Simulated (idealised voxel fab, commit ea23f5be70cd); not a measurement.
Herein follows the process module entitled voxel capacitor over wiring.
Each square cell in cross-section cut measures 5 nm, and the section as a whole is 240 nm wide.
A cross-section is written here as square cells arranged in a grid, and it is given in bands from the top down, each band taking up one or more rows of cells. Per band: top height and bottom height in nm, followed by the left-to-right materials and their widths in nm; "all across" marks a single material spanning edge to edge, "empty" marks empty space. Ref level 0: as-received wafer is one material below here. Bottom band extends down with no lower bound ("z 0 and below"). Graded width ("30->40"): value in top row of band = first number; value in bottom row = second number; row-to-row change constant. "remained unchanged" -> step changed no cross-section cell. The entry titled "Internal closed voids" provides the empty spaces that have no open way to the top, restricted to those of 8 cells or more. Each is presented as width x height at distance, the distance being measured from the left edge, with all three in nm. Where a step's line continues beyond its settings, the continuation is a remark by the simulator itself on that step. overlay nm: where the mask lay relative to plan, measured to the right, on steps with a mask; negatives go left.

**Below is the list of planned process steps**
- 1: RECEIVE, material Si
- 2: CONFORMAL_DEP, material SiO2, thk nm 10
- 3: DIRECTIONAL_DEP, material TiN, thk nm 5
- 4: DIRECTIONAL_DEP, material W, thk nm 15
- 5: DIRECTIONAL_DEP, material aC, thk nm 10
- 6: PATTERN, tone cover, mask id METAL_1, material resist, width nm 30, pitch nm 95, thk nm 25, overlay nm 0
- 7: DIRECTIONAL_ETCH, etch materials aC, depth nm 10
- 8: STRIP, etch materials resist
- 9: DIRECTIONAL_ETCH, etch materials W, depth nm 15
- 10: DIRECTIONAL_ETCH, etch materials TiN, depth nm 5
- 11: STRIP, etch materials aC
- 12: CONFORMAL_DEP, material SiN, thk nm 5
- 13: FILL_DEP, material lowk, thk nm 5
- 14: CMP, height nm 30
- 15: CONFORMAL_DEP, material SiCN, thk nm 5
- 16: DIRECTIONAL_DEP, material lowk, thk nm 10
- 17: PATTERN, tone open, mask id PLUG_1, material resist, width nm 15, thk nm 20, overlay nm 0
- 18: DIRECTIONAL_ETCH, etch materials lowk, depth nm 10
- 19: DIRECTIONAL_ETCH, etch materials SiCN, depth nm 5
- 20: STRIP, etch materials resist
- 21: CONFORMAL_DEP, material TiN, thk nm 5
- 22: FILL_DEP, material Ru, thk nm 5
- 23: CMP, height nm 45
- 24: DIRECTIONAL_DEP, material TiN, thk nm 5
- 25: DIRECTIONAL_DEP, material Al2O3, thk nm 5
- 26: DIRECTIONAL_DEP, material TiN, thk nm 5
- 27: DIRECTIONAL_DEP, material aC, thk nm 15
- 28: PATTERN, tone cover, mask id UPPER_PLATE, material resist, width nm 70, thk nm 35, overlay nm 0
- 29: DIRECTIONAL_ETCH, etch materials aC, depth nm 15
- 30: STRIP, etch materials resist
- 31: DIRECTIONAL_ETCH, etch materials TiN, depth nm 5
- 32: DIRECTIONAL_ETCH, etch materials Al2O3, depth nm 5
- 33: STRIP, etch materials aC
- 34: MASKED_ETCH, tone cover, mask id LOWER_PLATE, width nm 80, etch materials TiN, depth nm 5, overlay nm 0
- 35: FILL_DEP, material SiO2, thk nm 20
- 36: CMP, height nm 75
- 37: MASKED_ETCH, tone open, mask id PLUG_2, width nm 15, etch materials SiO2, depth nm 15, overlay nm 0
- 38: CONFORMAL_DEP, material TiN, thk nm 5
- 39: FILL_DEP, material Ru, thk nm 5
- 40: CMP, height nm 75
- 41: CONFORMAL_DEP, material SiN, thk nm 5

**Received-state cross-section, reflecting completion of step 1**
  z 0 and below | Si all across
  Internal closed voids: none

**Cross-sectional image of the first of two wafers at the end of the module, the run having proceeded as planned**
  z 80 to 75 | SiN all across
  z 75 to 65 | 80 SiO2 / 5 TiN / 5 Ru / 5 TiN / 145 SiO2
  z 65 to 55 | 80->70 SiO2 / 15->70 TiN / 145->100 SiO2
  z 55 to 50 | 70 SiO2 / 70 Al2O3 / 100 SiO2
  z 50 to 45 | 65 SiO2 / 80 TiN / 95 SiO2
  z 45 to 35 | 70 lowk / 5 TiN / 5 Ru / 5 TiN / 155 lowk
  z 35 to 30 | 70 SiCN / 15 TiN / 155 SiCN
  z 30 to 15 | 50 lowk / 5 SiN / 30 W / 5 SiN / 55 lowk / 5 SiN / 30 W / 5 SiN / 55 lowk
  z 15 to 10 | 55 SiN / 30 TiN / 65 SiN / 30 TiN / 60 SiN
  z 10 to 0 | SiO2 all across
  z 0 and below | Si all across
  Internal closed voids: none

**Cross-section at end of module for the second wafer of two, which matched the first in starting point and plan and differed by one mistake in its processing**
  z 80 to 75 | SiN all across
  z 75 to 65 | 80 SiO2 / 5 TiN / 5 Ru / 5 TiN / 145 SiO2
  z 65 to 55 | 80->70 SiO2 / 15->70 TiN / 145->100 SiO2
  z 55 to 50 | 70 SiO2 / 70 Al2O3 / 100 SiO2
  z 50 to 45 | 65 SiO2 / 80 TiN / 95 SiO2
  z 45 to 35 | 65 Ru / 5 TiN / 15 lowk / 5 TiN / 150 Ru
  z 35 to 30 | 70 TiN / 15 SiCN / 155 TiN
  z 30 to 15 | 50 lowk / 5 SiN / 30 W / 5 SiN / 55 lowk / 5 SiN / 30 W / 5 SiN / 55 lowk
  z 15 to 10 | 55 SiN / 30 TiN / 65 SiN / 30 TiN / 60 SiN
  z 10 to 0 | SiO2 all across
  z 0 and below | Si all across
  Internal closed voids: none
Deviation noted in wafer processing: step 17 deviated from plan and actually ran as PATTERN, tone cover, mask id PLUG_1, material resist, width nm 15, thk nm 20, overlay nm 0
Looking at both finished wafers in cells, the second ends up ahead of or behind the first on some materials: +84 Ru | -42 SiCN | +42 TiN | -84 lowk
